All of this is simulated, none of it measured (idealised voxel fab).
Process module heading - voxel double patterning
The width of the displayed cross-section, cut, is 190 nm; its cells are square, with a size of 5 nm.
This document writes a cross-section as a grid whose cells are square, and gives it as bands, listed from the top down; one or more rows of cells form a band. For a band, the entry starts with two heights in nm, that of the top and then that of the bottom, and carries on with the band's materials in order from left to right, each alongside its width in nm; the word "full width" beside a single material means it fills the band edge to edge, and "air" means empty space. Heights from 0 (as-received wafer is one material below). Bottom band endless downward, as "from 0 down". Quick explanation for "30 to 40": the width changes in equal steps down the rows of cells, from the first number in the band's top row to the second number in its bottom row. "nothing altered", as given for a step, is the statement that not any cell of the cross-section underwent a change during that step. "Enclosed cavities" enumerates empty spaces isolated from the top, with no open way to it, that contain at least 8 cells, giving each as width x height at distance from the left edge, all three in nm. Past the settings on a step's line: simulator remark, on that step. "overlay nm" denotes, for a step that has a mask, the displacement of the mask to the right of its planned place, with negative values corresponding to the left.
Intended process steps:
1) RECEIVE with material Si
2) CONFORMAL_DEP with material SiO2, thk nm 5
3) DIRECTIONAL_DEP with material TiN, thk nm 10
4) DIRECTIONAL_DEP with material SiN, thk nm 5
5) PATTERN with tone open, mask id FIRST, material resist, width nm 15, pitch nm 50, thk nm 20, overlay nm 0
6) DIRECTIONAL_ETCH with etch materials SiN, depth nm 5
7) STRIP with etch materials resist
8) DIRECTIONAL_DEP with material aC, thk nm 10
9) PATTERN with tone open, mask id SECOND, material resist, width nm 15, thk nm 25, overlay nm 0
10) DIRECTIONAL_ETCH with etch materials aC, depth nm 10
11) STRIP with etch materials resist
12) DIRECTIONAL_ETCH with etch materials SiN, depth nm 5
13) STRIP with etch materials aC
14) DIRECTIONAL_ETCH with etch materials TiN, depth nm 10
15) STRIP with etch materials SiN
As received (post step 1): cross-section:
- from 0 down = Si full width
- Enclosed cavities: none
Final wafer profile in cross-section after the module, from the same start and plan as above, with one mistake made during processing:
- from 15 to 5 = 85 nm air, 15 nm TiN, 90 nm air
- from 5 to 0 = SiO2 full width
- from 0 down = Si full width
- Enclosed cavities: none
In executing the process, a mistake was made relative to the plan: not per plan at step 9, really ran PATTERN with tone cover, mask id SECOND, material resist, width nm 15, thk nm 25, overlay nm 0
